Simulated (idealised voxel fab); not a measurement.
Proc. module: voxel tone inversion
Section cut is 180 nm wide and gridded with 5 nm square cells.
Bands, listed from the top down, are how a cross-section gets written in this document; the cross-section itself is a grid of square cells, and a band is one or more rows of them.
What a band's entry tells you: where the top is and where the bottom is, as heights in nm, and after that what lies inside, material by material from left to right, each with its width in nm. Empty space is written as the word "blank", and a single material marked with the word "everywhere" occupies the band from edge to edge.
Height 0 is the level under which the wafer as received is all one material. The lowest band goes on downwards, as in "from 0 down".
A width given as "30->40" starts at the first number in the band's top row and ends at the second number in its bottom row, shifting by an equal amount at every step from row to row.
"stayed the same", as given for a step, is the statement that not any cell of the cross-section underwent a change during that step.
Any empty space of 8 cells or more lacking an open way to the top shows up in "Closed void roster" as width x height at distance, distance from the left edge, in nm.
Read whatever lies past the settings on a step's line as the simulator's own remark about the step.
"overlay nm" on a masked step: distance the mask lay right of its planned place, negative for left.
# The following list gives the planned process steps
- 1: RECEIVE [material Si]
- 2: CONFORMAL_DEP [material SiCN] [thk nm 5]
- 3: DIRECTIONAL_DEP [material aC] [thk nm 15]
- 4: PATTERN [tone cover] [mask id POSTS] [material resist] [width nm 15] [pitch nm 35] [thk nm 20] [overlay nm 0]
- 5: DIRECTIONAL_ETCH [etch materials aC] [depth nm 15]
- 6: STRIP [etch materials resist]
- 7: FILL_DEP [material SiO2] [thk nm 10]
- 8: CMP [height nm 20]
- 9: STRIP [etch materials aC]
- 10: CONFORMAL_DEP [material TiN] [thk nm 5]
- 11: FILL_DEP [material Ru] [thk nm 5]
- 12: CMP [height nm 20]
- 13: CONFORMAL_DEP [material SiCN] [thk nm 5]
# Wafer cross-section on receipt, i.e. after step 1
- from 0 down | Si everywhere
- Closed void roster: none
# Figure: cross-sectional view of the wafer upon completion of the module, processed from the initial state and according to the plan depicted above, with one error introduced during execution
- from 25 to 20 | SiCN everywhere
- from 20 to 10 | 45 of SiO2  5 of aC  5 of Ru  5 of aC  20 of SiO2  5 of aC  5 of Ru  5 of aC  20 of SiO2  5 of aC  5 of Ru  5 of aC  50 of SiO2
- from 10 to 5 | 45 of SiO2  15 of aC  20 of SiO2  15 of aC  20 of SiO2  15 of aC  50 of SiO2
- from 5 to 0 | SiCN everywhere
- from 0 down | Si everywhere
- Closed void roster: none
Deviation noted in wafer processing: note that step 10 departed from the planned setting and was carried out as CONFORMAL_DEP [material aC] [thk nm 5]
